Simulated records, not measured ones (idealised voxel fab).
The following is a process module called voxel transistor to metal.
Shown is cross-section cut, with a width of 290 nm and square cells of size 5 nm.
In this document a cross-section is written as a grid of square cells. It is given as a series of bands, listed from the top down, and a band is one or more rows of cells.
Per band: top height and bottom height in nm, followed by the left-to-right materials and their widths in nm; "full width" marks a single material spanning edge to edge, "air" marks empty space.
Below 0: as-received wafer, all one material; heights counted from there. Lowest band: no bottom, goes on down, written "top 0, no bottom".
Read "30..40" as a graded width: first number on top, second number at the bottom, same change between each pair of neighbouring rows.
The designation "no modification", where it is given for a processing step, indicates that no cell of the cross-section was altered in the course of that step.
Closed empty spaces (no open way to the top) of 8 cells or more are what "Fully enclosed voids" lists, each as width x height at distance from the left edge, nm for all three.
On a step's line, text after the settings is the simulator commenting on that step.
overlay nm, on a step with a mask: how far to the right of its planned place the mask lay; to the left if negative
[List of planned process steps]
1: RECEIVE,material Si
2: OXIDIZE,depth nm 5
3: CONFORMAL_DEP,material SiN,thk nm 15
4: DIRECTIONAL_DEP,material aC,thk nm 15
5: PATTERN,tone cover,mask id ACTIVE,material resist,width nm 105,pitch nm 125,thk nm 30,overlay nm 0
6: DIRECTIONAL_ETCH,etch materials aC,depth nm 15
7: STRIP,etch materials resist
8: DIRECTIONAL_ETCH,etch materials SiN,depth nm 15
9: DIRECTIONAL_ETCH,etch materials SiO2,depth nm 5
10: DIRECTIONAL_ETCH,etch materials Si,depth nm 25
11: STRIP,etch materials aC
12: OXIDIZE,depth nm 5
13: FILL_DEP,material SiO2,thk nm 10
14: CMP,height nm 15
15: SELECTIVE_ETCH,etch materials SiO2,depth nm 15
16: STRIP,etch materials SiN
17: SELECTIVE_ETCH,etch materials SiO2,depth nm 5
18: OXIDIZE,depth nm 5
19: DIRECTIONAL_DEP,material polySi,thk nm 20
20: DIRECTIONAL_DEP,material SiCN,thk nm 10
21: MASKED_ETCH,tone cover,mask id GATE,width nm 25,pitch nm 125,etch materials SiCN,depth nm 20,overlay nm 0
22: MASKED_ETCH,tone cover,mask id GATE,width nm 25,pitch nm 125,etch materials polySi,depth nm 30,overlay nm 0
23: CONFORMAL_DEP,material SiO2,thk nm 5
24: DIRECTIONAL_ETCH,etch materials SiO2,depth nm 5
25: CONFORMAL_DEP,material SiN,thk nm 10
26: DIRECTIONAL_ETCH,etch materials SiN,depth nm 10
27: DIRECTIONAL_ETCH,etch materials SiO2,depth nm 5
28: DIRECTIONAL_ETCH,etch materials Si,depth nm 15
29: EPI,material nSi,thk nm 20
30: FILL_DEP,material SiO2,thk nm 10
31: CMP,height nm 25
32: DIRECTIONAL_DEP,material SiO2,thk nm 15
33: MASKED_ETCH,tone open,mask id CONTACT,width nm 20,etch materials SiO2,depth nm 30,overlay nm 0
34: CONFORMAL_DEP,material TiN,thk nm 5
35: FILL_DEP,material Ru,thk nm 5
36: CMP,height nm 40
37: CONFORMAL_DEP,material SiCN,thk nm 5
38: DIRECTIONAL_DEP,material SiO2,thk nm 25
39: DIRECTIONAL_DEP,material aC,thk nm 10
40: PATTERN,tone open,mask id METAL_1,material resist,width nm 20,thk nm 30,overlay nm 0
41: DIRECTIONAL_ETCH,etch materials aC,depth nm 10
42: STRIP,etch materials resist
43: DIRECTIONAL_ETCH,etch materials SiO2,depth nm 25
44: DIRECTIONAL_ETCH,etch materials SiCN,depth nm 5
45: STRIP,etch materials aC
46: CONFORMAL_DEP,material TiN,thk nm 5
47: FILL_DEP,material Cu,thk nm 10
48: CMP,height nm 70
49: CONFORMAL_DEP,material SiCN,thk nm 5
50: DIRECTIONAL_DEP,material SiO2,thk nm 25
51: PATTERN,tone open,mask id METAL_2,material resist,width nm 20,pitch nm 125,thk nm 20,overlay nm 0
52: DIRECTIONAL_ETCH,etch materials SiO2,depth nm 15
53: STRIP,etch materials resist
54: DIRECTIONAL_DEP,material aC,thk nm 15
55: PATTERN,tone open,mask id METAL_2_HOLES,material resist,width nm 15,pitch nm 125,thk nm 30,overlay nm 0
56: DIRECTIONAL_ETCH,etch materials aC,depth nm 15
57: STRIP,etch materials resist
58: DIRECTIONAL_ETCH,etch materials SiO2,depth nm 10
59: DIRECTIONAL_ETCH,etch materials SiCN,depth nm 5
60: STRIP,etch materials aC
61: CONFORMAL_DEP,material TiN,thk nm 5
62: FILL_DEP,material Ru,thk nm 10
63: CMP,height nm 100
64: CONFORMAL_DEP,material SiCN,thk nm 5
[First of the two wafers, run per plan]
[As-received wafer cross-section (after step 1)]
    top 0, no bottom = Si full width
    Fully enclosed voids: none
[So this is the wafer cross-section right after step 2]
    top 0, bottom -5 = SiO2 full width
    At heights below -5, the structure remains unaltered.
[So this is the wafer cross-section right after step 3]
    top 15, bottom 0 = SiN full width
    At heights below 0, the structure remains unaltered.
[So this is the wafer cross-section right after step 4]
    top 30, bottom 15 = aC full width
    At heights below 15, the structure remains unaltered.
[So this is the wafer cross-section right after step 5]
    top 60, bottom 30 = air=30  resist=105  air=20  resist=105  air=30
    At heights below 30, the structure remains unaltered.
[So this is the wafer cross-section right after step 6]
    top 45, bottom 30 = air=30  resist=105  air=20  resist=105  air=30
    top 30, bottom 15 = air=30  aC=105  air=20  aC=105  air=30
    At heights below 15, the structure remains unaltered.
[So this is the wafer cross-section right after step 7]
    top 30, bottom 15 = air=30  aC=105  air=20  aC=105  air=30
    At heights below 15, the structure remains unaltered.
[So this is the wafer cross-section right after step 8]
    top 30, bottom 15 = air=30  aC=105  air=20  aC=105  air=30
    top 15, bottom 0 = air=30  SiN=105  air=20  SiN=105  air=30
    At heights below 0, the structure remains unaltered.
[So this is the wafer cross-section right after step 9]
    top 30, bottom 15 = air=30  aC=105  air=20  aC=105  air=30
    top 15, bottom 0 = air=30  SiN=105  air=20  SiN=105  air=30
    top 0, bottom -5 = air=30  SiO2=105  air=20  SiO2=105  air=30
    At heights below -5, the structure remains unaltered.
[So this is the wafer cross-section right after step 10]
    top 30, bottom 15 = air=30  aC=105  air=20  aC=105  air=30
    top 15, bottom 0 = air=30  SiN=105  air=20  SiN=105  air=30
    top 0, bottom -5 = air=30  SiO2=105  air=20  SiO2=105  air=30
    top -5, bottom -30 = air=30  Si=105  air=20  Si=105  air=30
    At heights below -30, the structure remains unaltered.
[So this is the wafer cross-section right after step 11]
    top 15, bottom 0 = air=30  SiN=105  air=20  SiN=105  air=30
    At heights below 0, the structure remains unaltered.
[So this is the wafer cross-section right after step 12]
    top 15, bottom 0 = air=30  SiN=105  air=20  SiN=105  air=30
    top 0, bottom -5 = air=30  SiO2=105  air=20  SiO2=105  air=30
    top -5, bottom -30 = air=30  SiO2=5  Si=95  SiO2=5  air=20  SiO2=5  Si=95  SiO2=5  air=30
    top -30, bottom -35 = SiO2=35  Si=95  SiO2=30  Si=95  SiO2=35
    At heights below -35, the structure remains unaltered.
[So this is the wafer cross-section right after step 13]
    top 25, bottom 15 = SiO2 full width
    top 15, bottom 0 = SiO2=30  SiN=105  SiO2=20  SiN=105  SiO2=30
    top 0, bottom -5 = SiO2 full width
    top -5, bottom -35 = SiO2=35  Si=95  SiO2=30  Si=95  SiO2=35
    At heights below -35, the structure remains unaltered.
[So this is the wafer cross-section right after step 14]
    top 15, bottom 0 = SiO2=30  SiN=105  SiO2=20  SiN=105  SiO2=30
    At heights below 0, the structure remains unaltered.
[So this is the wafer cross-section right after step 15]
    top 15, bottom 0 = air=30  SiN=105  air=20  SiN=105  air=30
    At heights below 0, the structure remains unaltered.
[So this is the wafer cross-section right after step 16]
    top 0, bottom -5 = SiO2 full width
    At heights below -5, the structure remains unaltered.
[So this is the wafer cross-section right after step 17]
    top -5, bottom -35 = SiO2=35  Si=95  SiO2=30  Si=95  SiO2=35
    At heights below -35, the structure remains unaltered.
[So this is the wafer cross-section right after step 18]
    top -5, bottom -10 = SiO2 full width
    At heights below -10, the structure remains unaltered.
[So this is the wafer cross-section right after step 19]
    top 15, bottom -5 = polySi full width
    At heights below -5, the structure remains unaltered.
[So this is the wafer cross-section right after step 20]
    top 25, bottom 15 = SiCN full width
    At heights below 15, the structure remains unaltered.
[So this is the wafer cross-section right after step 21]
    top 25, bottom 15 = air=70  SiCN=25  air=100  SiCN=25  air=70
    At heights below 15, the structure remains unaltered.
[So this is the wafer cross-section right after step 22]
    top 25, bottom 15 = air=70  SiCN=25  air=100  SiCN=25  air=70
    top 15, bottom -5 = air=70  polySi=25  air=100  polySi=25  air=70
    At heights below -5, the structure remains unaltered.
[So this is the wafer cross-section right after step 23]
    top 30, bottom 25 = air=65  SiO2=35  air=90  SiO2=35  air=65
    top 25, bottom 15 = air=65  SiO2=5  SiCN=25  SiO2=5  air=90  SiO2=5  SiCN=25  SiO2=5  air=65
    top 15, bottom 0 = air=65  SiO2=5  polySi=25  SiO2=5  air=90  SiO2=5  polySi=25  SiO2=5  air=65
    top 0, bottom -5 = SiO2=70  polySi=25  SiO2=100  polySi=25  SiO2=70
    At heights below -5, the structure remains unaltered.
[So this is the wafer cross-section right after step 24]
    top 25, bottom 15 = air=65  SiO2=5  SiCN=25  SiO2=5  air=90  SiO2=5  SiCN=25  SiO2=5  air=65
    top 15, bottom -5 = air=65  SiO2=5  polySi=25  SiO2=5  air=90  SiO2=5  polySi=25  SiO2=5  air=65
    At heights below -5, the structure remains unaltered.
[So this is the wafer cross-section right after step 25]
    top 35, bottom 25 = air=55  SiN=55  air=70  SiN=55  air=55
    top 25, bottom 15 = air=55  SiN=10  SiO2=5  SiCN=25  SiO2=5  SiN=10  air=70  SiN=10  SiO2=5  SiCN=25  SiO2=5  SiN=10  air=55
    top 15, bottom 5 = air=55  SiN=10  SiO2=5  polySi=25  SiO2=5  SiN=10  air=70  SiN=10  SiO2=5  polySi=25  SiO2=5  SiN=10  air=55
    top 5, bottom -5 = SiN=65  SiO2=5  polySi=25  SiO2=5  SiN=90  SiO2=5  polySi=25  SiO2=5  SiN=65
    At heights below -5, the structure remains unaltered.
[So this is the wafer cross-section right after step 26]
    top 25, bottom 15 = air=55  SiN=10  SiO2=5  SiCN=25  SiO2=5  SiN=10  air=70  SiN=10  SiO2=5  SiCN=25  SiO2=5  SiN=10  air=55
    top 15, bottom -5 = air=55  SiN=10  SiO2=5  polySi=25  SiO2=5  SiN=10  air=70  SiN=10  SiO2=5  polySi=25  SiO2=5  SiN=10  air=55
    At heights below -5, the structure remains unaltered.
[So this is the wafer cross-section right after step 27]
    top 25, bottom 20 = air=55  SiN=10  air=5  SiCN=25  air=5  SiN=10  air=70  SiN=10  air=5  SiCN=25  air=5  SiN=10  air=55
    top 20, bottom 15 = air=55  SiN=10  SiO2=5  SiCN=25  SiO2=5  SiN=10  air=70  SiN=10  SiO2=5  SiCN=25  SiO2=5  SiN=10  air=55
    top 15, bottom -5 = air=55  SiN=10  SiO2=5  polySi=25  SiO2=5  SiN=10  air=70  SiN=10  SiO2=5  polySi=25  SiO2=5  SiN=10  air=55
    top -5, bottom -10 = air=55  SiO2=55  air=70  SiO2=55  air=55
    At heights below -10, the structure remains unaltered.
[So this is the wafer cross-section right after step 28]
    top 25, bottom 20 = air=55  SiN=10  air=5  SiCN=25  air=5  SiN=10  air=70  SiN=10  air=5  SiCN=25  air=5  SiN=10  air=55
    top 20, bottom 15 = air=55  SiN=10  SiO2=5  SiCN=25  SiO2=5  SiN=10  air=70  SiN=10  SiO2=5  SiCN=25  SiO2=5  SiN=10  air=55
    top 15, bottom -5 = air=55  SiN=10  SiO2=5  polySi=25  SiO2=5  SiN=10  air=70  SiN=10  SiO2=5  polySi=25  SiO2=5  SiN=10  air=55
    top -5, bottom -10 = air=55  SiO2=55  air=70  SiO2=55  air=55
    top -10, bottom -25 = SiO2=35  air=20  Si=55  air=20  SiO2=30  air=20  Si=55  air=20  SiO2=35
    At heights below -25, the structure remains unaltered.
[So this is the wafer cross-section right after step 29]
    top 25, bottom 20 = air=55  SiN=10  air=5  SiCN=25  air=5  SiN=10  air=70  SiN=10  air=5  SiCN=25  air=5  SiN=10  air=55
    top 20, bottom 15 = air=55  SiN=10  SiO2=5  SiCN=25  SiO2=5  SiN=10  air=70  SiN=10  SiO2=5  SiCN=25  SiO2=5  SiN=10  air=55
    top 15, bottom 10 = air=55  SiN=10  SiO2=5  polySi=25  SiO2=5  SiN=10  air=70  SiN=10  SiO2=5  polySi=25  SiO2=5  SiN=10  air=55
    top 10, bottom -5 = air=35  nSi=20  SiN=10  SiO2=5  polySi=25  SiO2=5  SiN=10  nSi=20  air=30  nSi=20  SiN=10  SiO2=5  polySi=25  SiO2=5  SiN=10  nSi=20  air=35
    top -5, bottom -10 = air=30  nSi=25  SiO2=55  nSi=25  air=20  nSi=25  SiO2=55  nSi=25  air=30
    top -10, bottom -25 = SiO2=35  nSi=20  Si=55  nSi=20  SiO2=30  nSi=20  Si=55  nSi=20  SiO2=35
    At heights below -25, the structure remains unaltered.
[So this is the wafer cross-section right after step 30]
    top 35, bottom 25 = SiO2 full width
    top 25, bottom 15 = SiO2=55  SiN=10  SiO2=5  SiCN=25  SiO2=5  SiN=10  SiO2=70  SiN=10  SiO2=5  SiCN=25  SiO2=5  SiN=10  SiO2=55
    top 15, bottom 10 = SiO2=55  SiN=10  SiO2=5  polySi=25  SiO2=5  SiN=10  SiO2=70  SiN=10  SiO2=5  polySi=25  SiO2=5  SiN=10  SiO2=55
    top 10, bottom -5 = SiO2=35  nSi=20  SiN=10  SiO2=5  polySi=25  SiO2=5  SiN=10  nSi=20  SiO2=30  nSi=20  SiN=10  SiO2=5  polySi=25  SiO2=5  SiN=10  nSi=20  SiO2=35
    top -5, bottom -10 = SiO2=30  nSi=25  SiO2=55  nSi=25  SiO2=20  nSi=25  SiO2=55  nSi=25  SiO2=30
    At heights below -10, the structure remains unaltered.
[So this is the wafer cross-section right after step 31]
    top 25, bottom 15 = SiO2=55  SiN=10  SiO2=5  SiCN=25  SiO2=5  SiN=10  SiO2=70  SiN=10  SiO2=5  SiCN=25  SiO2=5  SiN=10  SiO2=55
    At heights below 15, the structure remains unaltered.
[So this is the wafer cross-section right after step 32]
    top 40, bottom 25 = SiO2 full width
    At heights below 25, the structure remains unaltered.
[So this is the wafer cross-section right after step 33]
    top 40, bottom 25 = SiO2=35  air=20  SiO2=55  air=20  SiO2=30  air=20  SiO2=55  air=20  SiO2=35
    top 25, bottom 15 = SiO2=35  air=20  SiN=10  SiO2=5  SiCN=25  SiO2=5  SiN=10  air=20  SiO2=30  air=20  SiN=10  SiO2=5  SiCN=25  SiO2=5  SiN=10  air=20  SiO2=35
    top 15, bottom 10 = SiO2=35  air=20  SiN=10  SiO2=5  polySi=25  SiO2=5  SiN=10  air=20  SiO2=30  air=20  SiN=10  SiO2=5  polySi=25  SiO2=5  SiN=10  air=20  SiO2=35
    At heights below 10, the structure remains unaltered.
[So this is the wafer cross-section right after step 34]
    top 45, bottom 40 = TiN=40  air=10  TiN=65  air=10  TiN=40  air=10  TiN=65  air=10  TiN=40
    top 40, bottom 25 = SiO2=35  TiN=5  air=10  TiN=5  SiO2=55  TiN=5  air=10  TiN=5  SiO2=30  TiN=5  air=10  TiN=5  SiO2=55  TiN=5  air=10  TiN=5  SiO2=35
    top 25, bottom 15 = SiO2=35  TiN=5  air=10  TiN=5  SiN=10  SiO2=5  SiCN=25  SiO2=5  SiN=10  TiN=5  air=10  TiN=5  SiO2=30  TiN=5  air=10  TiN=5  SiN=10  SiO2=5  SiCN=25  SiO2=5  SiN=10  TiN=5  air=10  TiN=5  SiO2=35
    top 15, bottom 10 = SiO2=35  TiN=20  SiN=10  SiO2=5  polySi=25  SiO2=5  SiN=10  TiN=20  SiO2=30  TiN=20  SiN=10  SiO2=5  polySi=25  SiO2=5  SiN=10  TiN=20  SiO2=35
    At heights below 10, the structure remains unaltered.
[So this is the wafer cross-section right after step 35]
    top 50, bottom 45 = Ru full width
    top 45, bottom 40 = TiN=40  Ru=10  TiN=65  Ru=10  TiN=40  Ru=10  TiN=65  Ru=10  TiN=40
    top 40, bottom 25 = SiO2=35  TiN=5  Ru=10  TiN=5  SiO2=55  TiN=5  Ru=10  TiN=5  SiO2=30  TiN=5  Ru=10  TiN=5  SiO2=55  TiN=5  Ru=10  TiN=5  SiO2=35
    top 25, bottom 15 = SiO2=35  TiN=5  Ru=10  TiN=5  SiN=10  SiO2=5  SiCN=25  SiO2=5  SiN=10  TiN=5  Ru=10  TiN=5  SiO2=30  TiN=5  Ru=10  TiN=5  SiN=10  SiO2=5  SiCN=25  SiO2=5  SiN=10  TiN=5  Ru=10  TiN=5  SiO2=35
    At heights below 15, the structure remains unaltered.
[So this is the wafer cross-section right after step 36]
    top 40, bottom 25 = SiO2=35  TiN=5  Ru=10  TiN=5  SiO2=55  TiN=5  Ru=10  TiN=5  SiO2=30  TiN=5  Ru=10  TiN=5  SiO2=55  TiN=5  Ru=10  TiN=5  SiO2=35
    At heights below 25, the structure remains unaltered.
[So this is the wafer cross-section right after step 37]
    top 45, bottom 40 = SiCN full width
    At heights below 40, the structure remains unaltered.
[So this is the wafer cross-section right after step 38]
    top 70, bottom 45 = SiO2 full width
    At heights below 45, the structure remains unaltered.
[So this is the wafer cross-section right after step 39]
    top 80, bottom 70 = aC full width
    At heights below 70, the structure remains unaltered.
[So this is the wafer cross-section right after step 40]
    top 110, bottom 80 = resist=35  air=20  resist=55  air=20  resist=30  air=20  resist=55  air=20  resist=35
    At heights below 80, the structure remains unaltered.
[So this is the wafer cross-section right after step 41]
    top 100, bottom 80 = resist=35  air=20  resist=55  air=20  resist=30  air=20  resist=55  air=20  resist=35
    top 80, bottom 70 = aC=35  air=20  aC=55  air=20  aC=30  air=20  aC=55  air=20  aC=35
    At heights below 70, the structure remains unaltered.
[So this is the wafer cross-section right after step 42]
    top 80, bottom 70 = aC=35  air=20  aC=55  air=20  aC=30  air=20  aC=55  air=20  aC=35
    At heights below 70, the structure remains unaltered.
[So this is the wafer cross-section right after step 43]
    top 80, bottom 70 = aC=35  air=20  aC=55  air=20  aC=30  air=20  aC=55  air=20  aC=35
    top 70, bottom 45 = SiO2=35  air=20  SiO2=55  air=20  SiO2=30  air=20  SiO2=55  air=20  SiO2=35
    At heights below 45, the structure remains unaltered.
[So this is the wafer cross-section right after step 44]
    top 80, bottom 70 = aC=35  air=20  aC=55  air=20  aC=30  air=20  aC=55  air=20  aC=35
    top 70, bottom 45 = SiO2=35  air=20  SiO2=55  air=20  SiO2=30  air=20  SiO2=55  air=20  SiO2=35
    top 45, bottom 40 = SiCN=35  air=20  SiCN=55  air=20  SiCN=30  air=20  SiCN=55  air=20  SiCN=35
    At heights below 40, the structure remains unaltered.
[So this is the wafer cross-section right after step 45]
    top 70, bottom 45 = SiO2=35  air=20  SiO2=55  air=20  SiO2=30  air=20  SiO2=55  air=20  SiO2=35
    At heights below 45, the structure remains unaltered.
[So this is the wafer cross-section right after step 46]
    top 75, bottom 70 = TiN=40  air=10  TiN=65  air=10  TiN=40  air=10  TiN=65  air=10  TiN=40
    top 70, bottom 45 = SiO2=35  TiN=5  air=10  TiN=5  SiO2=55  TiN=5  air=10  TiN=5  SiO2=30  TiN=5  air=10  TiN=5  SiO2=55  TiN=5  air=10  TiN=5  SiO2=35
    top 45, bottom 40 = SiCN=35  TiN=20  SiCN=55  TiN=20  SiCN=30  TiN=20  SiCN=55  TiN=20  SiCN=35
    At heights below 40, the structure remains unaltered.
[So this is the wafer cross-section right after step 47]
    top 85, bottom 75 = Cu full width
    top 75, bottom 70 = TiN=40  Cu=10  TiN=65  Cu=10  TiN=40  Cu=10  TiN=65  Cu=10  TiN=40
    top 70, bottom 45 = SiO2=35  TiN=5  Cu=10  TiN=5  SiO2=55  TiN=5  Cu=10  TiN=5  SiO2=30  TiN=5  Cu=10  TiN=5  SiO2=55  TiN=5  Cu=10  TiN=5  SiO2=35
    At heights below 45, the structure remains unaltered.
[So this is the wafer cross-section right after step 48]
    top 70, bottom 45 = SiO2=35  TiN=5  Cu=10  TiN=5  SiO2=55  TiN=5  Cu=10  TiN=5  SiO2=30  TiN=5  Cu=10  TiN=5  SiO2=55  TiN=5  Cu=10  TiN=5  SiO2=35
    At heights below 45, the structure remains unaltered.
[So this is the wafer cross-section right after step 49]
    top 75, bottom 70 = SiCN full width
    At heights below 70, the structure remains unaltered.
[So this is the wafer cross-section right after step 50]
    top 100, bottom 75 = SiO2 full width
    At heights below 75, the structure remains unaltered.
[So this is the wafer cross-section right after step 51]
    top 120, bottom 100 = resist=35  air=20  resist=105  air=20  resist=110
    At heights below 100, the structure remains unaltered.
[So this is the wafer cross-section right after step 52]
    top 120, bottom 100 = resist=35  air=20  resist=105  air=20  resist=110
    top 100, bottom 85 = SiO2=35  air=20  SiO2=105  air=20  SiO2=110
    At heights below 85, the structure remains unaltered.
[So this is the wafer cross-section right after step 53]
    top 100, bottom 85 = SiO2=35  air=20  SiO2=105  air=20  SiO2=110
    At heights below 85, the structure remains unaltered.
[So this is the wafer cross-section right after step 54]
    top 115, bottom 100 = aC=35  air=20  aC=105  air=20  aC=110
    top 100, bottom 85 = SiO2=35  aC=20  SiO2=105  aC=20  SiO2=110
    At heights below 85, the structure remains unaltered.
[So this is the wafer cross-section right after step 55]
    top 145, bottom 115 = resist=35  air=15  resist=110  air=15  resist=115
    top 115, bottom 100 = aC=35  air=15  resist=5  aC=105  air=15  resist=5  aC=110
    At heights below 100, the structure remains unaltered.
[So this is the wafer cross-section right after step 56]
    top 130, bottom 115 = resist=35  air=15  resist=110  air=15  resist=115
    top 115, bottom 100 = aC=35  air=15  resist=5  aC=105  air=15  resist=5  aC=110
    top 100, bottom 85 = SiO2=35  air=15  aC=5  SiO2=105  air=15  aC=5  SiO2=110
    At heights below 85, the structure remains unaltered.
[So this is the wafer cross-section right after step 57]
    top 115, bottom 100 = aC=35  air=20  aC=105  air=20  aC=110
    At heights below 100, the structure remains unaltered.
[So this is the wafer cross-section right after step 58]
    top 115, bottom 100 = aC=35  air=20  aC=105  air=20  aC=110
    top 100, bottom 85 = SiO2=35  air=15  aC=5  SiO2=105  air=15  aC=5  SiO2=110
    top 85, bottom 75 = SiO2=35  air=15  SiO2=110  air=15  SiO2=115
    At heights below 75, the structure remains unaltered.
[So this is the wafer cross-section right after step 59]
    top 115, bottom 100 = aC=35  air=20  aC=105  air=20  aC=110
    top 100, bottom 85 = SiO2=35  air=15  aC=5  SiO2=105  air=15  aC=5  SiO2=110
    top 85, bottom 75 = SiO2=35  air=15  SiO2=110  air=15  SiO2=115
    top 75, bottom 70 = SiCN=35  air=15  SiCN=110  air=15  SiCN=115
    At heights below 70, the structure remains unaltered.
[So this is the wafer cross-section right after step 60]
    top 100, bottom 85 = SiO2=35  air=20  SiO2=105  air=20  SiO2=110
    At heights below 85, the structure remains unaltered.
[So this is the wafer cross-section right after step 61]
    top 105, bottom 100 = TiN=40  air=10  TiN=115  air=10  TiN=115
    top 100, bottom 90 = SiO2=35  TiN=5  air=10  TiN=5  SiO2=105  TiN=5  air=10  TiN=5  SiO2=110
    top 90, bottom 85 = SiO2=35  TiN=5  air=5  TiN=10  SiO2=105  TiN=5  air=5  TiN=10  SiO2=110
    top 85, bottom 75 = SiO2=35  TiN=5  air=5  TiN=5  SiO2=110  TiN=5  air=5  TiN=5  SiO2=115
    top 75, bottom 70 = SiCN=35  TiN=15  SiCN=110  TiN=15  SiCN=115
    At heights below 70, the structure remains unaltered.
[So this is the wafer cross-section right after step 62]
    top 115, bottom 105 = Ru full width
    top 105, bottom 100 = TiN=40  Ru=10  TiN=115  Ru=10  TiN=115
    top 100, bottom 90 = SiO2=35  TiN=5  Ru=10  TiN=5  SiO2=105  TiN=5  Ru=10  TiN=5  SiO2=110
    top 90, bottom 85 = SiO2=35  TiN=5  Ru=5  TiN=10  SiO2=105  TiN=5  Ru=5  TiN=10  SiO2=110
    top 85, bottom 75 = SiO2=35  TiN=5  Ru=5  TiN=5  SiO2=110  TiN=5  Ru=5  TiN=5  SiO2=115
    At heights below 75, the structure remains unaltered.
[So this is the wafer cross-section right after step 63]
    top 100, bottom 90 = SiO2=35  TiN=5  Ru=10  TiN=5  SiO2=105  TiN=5  Ru=10  TiN=5  SiO2=110
    At heights below 90, the structure remains unaltered.
[So this is the wafer cross-section right after step 64]
    top 105, bottom 100 = SiCN full width
    At heights below 100, the structure remains unaltered.
[What follows concerns the second wafer, which started out like the first and was meant to follow the very same plan; one mistake crept in when it was run, but everything up to and including step 50 is the same as for the first wafer]
[Cross-sectional representation of the second wafer at the time designated in the plan for the completion of step 51]
    top 120, bottom 100 = air=35  resist=20  air=105  resist=20  air=110
    At heights below 100, the structure remains unaltered.
[Cross-sectional representation of the second wafer at the time designated in the plan for the completion of step 52]
    top 120, bottom 100 = air=35  resist=20  air=105  resist=20  air=110
    top 100, bottom 85 = air=35  SiO2=20  air=105  SiO2=20  air=110
    At heights below 85, the structure remains unaltered.
[Cross-sectional representation of the second wafer at the time designated in the plan for the completion of step 53]
    top 100, bottom 85 = air=35  SiO2=20  air=105  SiO2=20  air=110
    At heights below 85, the structure remains unaltered.
[Cross-sectional representation of the second wafer at the time designated in the plan for the completion of step 54]
    top 115, bottom 100 = air=35  aC=20  air=105  aC=20  air=110
    top 100, bottom 85 = aC=35  SiO2=20  aC=105  SiO2=20  aC=110
    At heights below 85, the structure remains unaltered.
[Cross-sectional representation of the second wafer at the time designated in the plan for the completion of step 55]
    top 145, bottom 115 = resist=35  air=15  resist=110  air=15  resist=115
    top 115, bottom 100 = resist=35  aC=20  resist=105  aC=20  resist=110
    At heights below 100, the structure remains unaltered.
[Cross-sectional representation of the second wafer at the time designated in the plan for the completion of step 56]
    top 130, bottom 115 = resist=35  air=15  resist=110  air=15  resist=115
    top 115, bottom 100 = resist=35  air=15  aC=5  resist=105  air=15  aC=5  resist=110
    At heights below 100, the structure remains unaltered.
[Cross-sectional representation of the second wafer at the time designated in the plan for the completion of step 57]
    top 115, bottom 100 = air=50  aC=5  air=120  aC=5  air=110
    At heights below 100, the structure remains unaltered.
[Cross-sectional representation of the second wafer at the time designated in the plan for the completion of step 58]
    top 115, bottom 100 = air=50  aC=5  air=120  aC=5  air=110
    top 100, bottom 90 = aC=35  air=15  SiO2=5  aC=105  air=15  SiO2=5  aC=110
    At heights below 90, the structure remains unaltered.
Cross-sectional representation of the second wafer at the time designated in the plan for the completion of step 59: no modification
[Cross-sectional representation of the second wafer at the time designated in the plan for the completion of step 60]
    top 100, bottom 90 = air=50  SiO2=5  air=120  SiO2=5  air=110
    top 90, bottom 85 = air=35  SiO2=20  air=105  SiO2=20  air=110
    At heights below 85, the structure remains unaltered.
[Cross-sectional representation of the second wafer at the time designated in the plan for the completion of step 61]
    top 105, bottom 100 = air=45  TiN=15  air=110  TiN=15  air=105
    top 100, bottom 90 = air=45..30  TiN=5..20  SiO2=5  TiN=5  air=110..95  TiN=5..20  SiO2=5  TiN=5  air=105
    top 90, bottom 85 = TiN=35  SiO2=20  TiN=105  SiO2=20  TiN=110
    At heights below 85, the structure remains unaltered.
[Cross-sectional representation of the second wafer at the time designated in the plan for the completion of step 62]
    top 115, bottom 105 = Ru full width
    top 105, bottom 100 = Ru=45  TiN=15  Ru=110  TiN=15  Ru=105
    top 100, bottom 90 = Ru=45..30  TiN=5..20  SiO2=5  TiN=5  Ru=110..95  TiN=5..20  SiO2=5  TiN=5  Ru=105
    At heights below 90, the structure remains unaltered.
[Cross-sectional representation of the second wafer at the time designated in the plan for the completion of step 63]
    top 100, bottom 90 = Ru=45..30  TiN=5..20  SiO2=5  TiN=5  Ru=110..95  TiN=5..20  SiO2=5  TiN=5  Ru=105
    At heights below 90, the structure remains unaltered.
[Cross-sectional representation of the second wafer at the time designated in the plan for the completion of step 64]
    top 105, bottom 100 = SiCN full width
    At heights below 100, the structure remains unaltered.
Finding, execution versus plan: planned and actual differ for step 51; actual: PATTERN,tone cover,mask id METAL_2,material resist,width nm 20,pitch nm 125,thk nm 20,overlay nm 0
Bottom line after processing is that, in cells, the second wafer is up or down on some materials versus the first: Ru: 84 more, SiCN: 6 more, SiO2: 126 fewer, TiN: 36 more
